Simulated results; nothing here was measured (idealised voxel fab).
process module | voxel self aligned vias
cross-section cut | 220 nm wide | cells 5 nm
A cross-section is a grid of square cells, given in bands from the top down. A band is one or more rows of cells.
Each band's line starts with the height of the band's top and of its bottom, in nm. Then come its materials from left to right, each with its width in nm. One material with "throughout" fills the band from edge to edge. "air" is empty space.
Height 0 is the level under which the wafer as received is all one material. The lowest band goes on downwards, as in "0 down".
A width such as "30 to 40" changes by the same amount from each row of cells to the next, from the band's top row to its bottom row.
"no change" after a step means that no cell of the cross-section changed.
closed voids: empty space of 8 cells or more with no open way to the top, each as width x height at its distance from the left edge, in nm
after a step's settings: what the simulator itself notes on the step
overlay nm, on a step with a mask: how far to the right of its planned place the mask lay; to the left if negative
plan
1 op RECEIVE | material Si
2 op CONFORMAL_DEP | material SiO2 | thk nm 10
3 op CONFORMAL_DEP | material SiCN | thk nm 5
4 op DIRECTIONAL_DEP | material lowk | thk nm 25
5 op PATTERN | tone open | mask id LINES | material resist | width nm 20 | pitch nm 55 | thk nm 15 | overlay nm 0
6 op DIRECTIONAL_ETCH | etch materials lowk | depth nm 15
7 op STRIP | etch materials resist
8 op CONFORMAL_DEP | material TiN | thk nm 5
9 op FILL_DEP | material Ru | thk nm 5
10 op CMP | height nm 40
11 op SELECTIVE_ETCH | etch materials W Ru TiN | depth nm 10
12 op FILL_DEP | material SiN | thk nm 10
13 op CMP | height nm 40
14 op DIRECTIONAL_DEP | material lowk | thk nm 20
15 op MASKED_ETCH | tone open | mask id VIAS | width nm 40 | etch materials lowk | depth nm 20 | overlay nm 0
16 op MASKED_ETCH | tone open | mask id VIAS | width nm 40 | etch materials SiN | depth nm 10 | overlay nm 0
17 op CONFORMAL_DEP | material TiN | thk nm 5
18 op FILL_DEP | material W | thk nm 10
19 op CMP | height nm 60
20 op CONFORMAL_DEP | material SiCN | thk nm 5
varied across the wafers: depth nm of step 6. The plan shows the first wafer's value. All wafers start alike
first wafer as received, after step 1
  0 down: Si throughout
  closed voids: none
each wafer at the end: cells of each material gained (+) or lost (-) since it was received, then its closed voids
depth nm 15 | +88 SiCN | +8 SiN | +88 SiO2 | +26 TiN | +22 W | +340 lowk | closed voids: none
depth nm 20 | +4 Ru | +88 SiCN | +8 SiN | +88 SiO2 | +30 TiN | +22 W | +332 lowk | closed voids: none
depth nm 25 | +8 Ru | +88 SiCN | +8 SiN | +88 SiO2 | +34 TiN | +22 W | +324 lowk | closed voids: none
depth nm 30 | +8 Ru | +88 SiCN | +8 SiN | +88 SiO2 | +34 TiN | +22 W | +324 lowk | closed voids: none
depth nm 35 | +8 Ru | +88 SiCN | +8 SiN | +88 SiO2 | +34 TiN | +22 W | +324 lowk | closed voids: none
depth nm 40 | +8 Ru | +88 SiCN | +8 SiN | +88 SiO2 | +34 TiN | +22 W | +324 lowk | closed voids: none
